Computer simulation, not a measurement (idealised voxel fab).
voxel self aligned vias: a process module
Shown is cross-section cut, with a width of 255 nm and square cells of size 5 nm.
Cross-section format: a grid of square cells, given as bands from top to bottom; each band is one or more rows of cells. It is stipulated that each band's entry specify, in nanometres, the height of the top of the band and then that of its bottom, followed by the materials of the band in left-to-right sequence, each together with its width in nanometres. A single material marked by the word "edge to edge" is understood to fill the band from edge to edge; the word "air" is understood to denote empty space. Heights are reckoned from 0. Under this level, the received wafer is all of one material. The bottommost band is open-ended downward, for example "from 0 down". The two numbers in a width such as "30->40" mark its ends across the band: the first belongs to the top row of cells, the second to the bottom row, and from each row to the next the width moves by the same amount. The cross-section has no changed cell in any step marked "same as before". In "Enclosed empty spaces" the enclosed voids are listed, meaning empty spaces of 8 cells or larger without any opening to the top. The form is width x height at distance, distance from the left edge, units nm. Anything after a step's settings on that line? It's the simulator's own note about the step. overlay nm, on a step with a mask: how far to the right of its planned place the mask lay; to the left if negative.

**Listed below are the process steps as planned**
1) RECEIVE | material Si
2) CONFORMAL_DEP | material SiO2 | thk nm 15
3) CONFORMAL_DEP | material SiCN | thk nm 5
4) DIRECTIONAL_DEP | material SiO2 | thk nm 20
5) PATTERN | tone open | mask id LINES | material resist | width nm 30 | pitch nm 80 | thk nm 20 | overlay nm -15
6) DIRECTIONAL_ETCH | etch materials SiO2 | depth nm 20
7) STRIP | etch materials resist
8) CONFORMAL_DEP | material TiN | thk nm 5
9) FILL_DEP | material W | thk nm 10
10) CMP | height nm 40
11) SELECTIVE_ETCH | etch materials W Ru TiN | depth nm 5
12) FILL_DEP | material SiN | thk nm 10
13) CMP | height nm 40
14) DIRECTIONAL_DEP | material SiO2 | thk nm 20
15) DIRECTIONAL_DEP | material aC | thk nm 15
16) PATTERN | tone open | mask id VIAS | material resist | width nm 50 | thk nm 30 | overlay nm 0
17) DIRECTIONAL_ETCH | etch materials aC | depth nm 15
18) STRIP | etch materials resist
19) DIRECTIONAL_ETCH | etch materials SiO2 | depth nm 20
20) DIRECTIONAL_ETCH | etch materials SiN | depth nm 5
21) STRIP | etch materials aC
22) CONFORMAL_DEP | material TiN | thk nm 5
23) FILL_DEP | material Cu | thk nm 5
24) CMP | height nm 60
25) CONFORMAL_DEP | material SiN | thk nm 5
Wafer-to-wafer difference: overlay nm, step 5. Common start. Plan = first wafer's value.

**As received, i.e. after step 1: cross-section through the first of several wafers**
* from 0 down | Si edge to edge
* Enclosed empty spaces: none

**Wafer cross-section (first of several) - module end, post step 25 (last step)**
* from 65 to 60 | SiN edge to edge
* from 60 to 45 | SiO2 60, TiN 5, Cu 40, TiN 5, SiO2 145
* from 45 to 40 | SiO2 60, TiN 5, Cu 15, TiN 30, SiO2 145
* from 40 to 35 | SiO2 55, SiN 5, TiN 25, SiO2 50, SiN 30, SiO2 90
* from 35 to 25 | SiO2 55, TiN 5, W 20, TiN 5, SiO2 50, TiN 5, W 20, TiN 5, SiO2 90
* from 25 to 20 | SiO2 55, TiN 30, SiO2 50, TiN 30, SiO2 90
* from 20 to 15 | SiCN edge to edge
* from 15 to 0 | SiO2 edge to edge
* from 0 down | Si edge to edge
* Enclosed empty spaces: none

**Here's the last wafer cross-sectioned at the end of the module**
* from 65 to 60 | SiN edge to edge
* from 60 to 45 | SiO2 60, TiN 5, Cu 40, TiN 5, SiO2 145
* from 45 to 40 | SiO2 60, TiN 30, Cu 15, TiN 5, SiO2 145
* from 40 to 35 | SiO2 85, TiN 25, SiN 5, SiO2 50, SiN 30, SiO2 60
* from 35 to 25 | SiO2 85, TiN 5, W 20, TiN 5, SiO2 50, TiN 5, W 20, TiN 5, SiO2 60
* from 25 to 20 | SiO2 85, TiN 30, SiO2 50, TiN 30, SiO2 60
* from 20 to 15 | SiCN edge to edge
* from 15 to 0 | SiO2 edge to edge
* from 0 down | Si edge to edge
* Enclosed empty spaces: none

**So in this table every wafer gets its own row, and what you see is where it stands at the end of the module: for each material, how many cells it picked up (+) or gave up (-) since we received it, and after that its closed voids**
overlay nm -15; +27 Cu; +51 SiCN; +58 SiN; +473 SiO2; +38 TiN; +16 W; Enclosed empty spaces: none
overlay nm -10; +28 Cu; +51 SiCN; +57 SiN; +473 SiO2; +38 TiN; +16 W; Enclosed empty spaces: none
overlay nm -5; +28 Cu; +51 SiCN; +57 SiN; +473 SiO2; +38 TiN; +16 W; Enclosed empty spaces: none
overlay nm 0; +28 Cu; +51 SiCN; +57 SiN; +473 SiO2; +38 TiN; +16 W; Enclosed empty spaces: none
overlay nm 5; +28 Cu; +51 SiCN; +57 SiN; +473 SiO2; +38 TiN; +16 W; Enclosed empty spaces: none
overlay nm 10; +28 Cu; +51 SiCN; +57 SiN; +473 SiO2; +38 TiN; +16 W; Enclosed empty spaces: none
overlay nm 15; +27 Cu; +51 SiCN; +58 SiN; +473 SiO2; +38 TiN; +16 W; Enclosed empty spaces: none
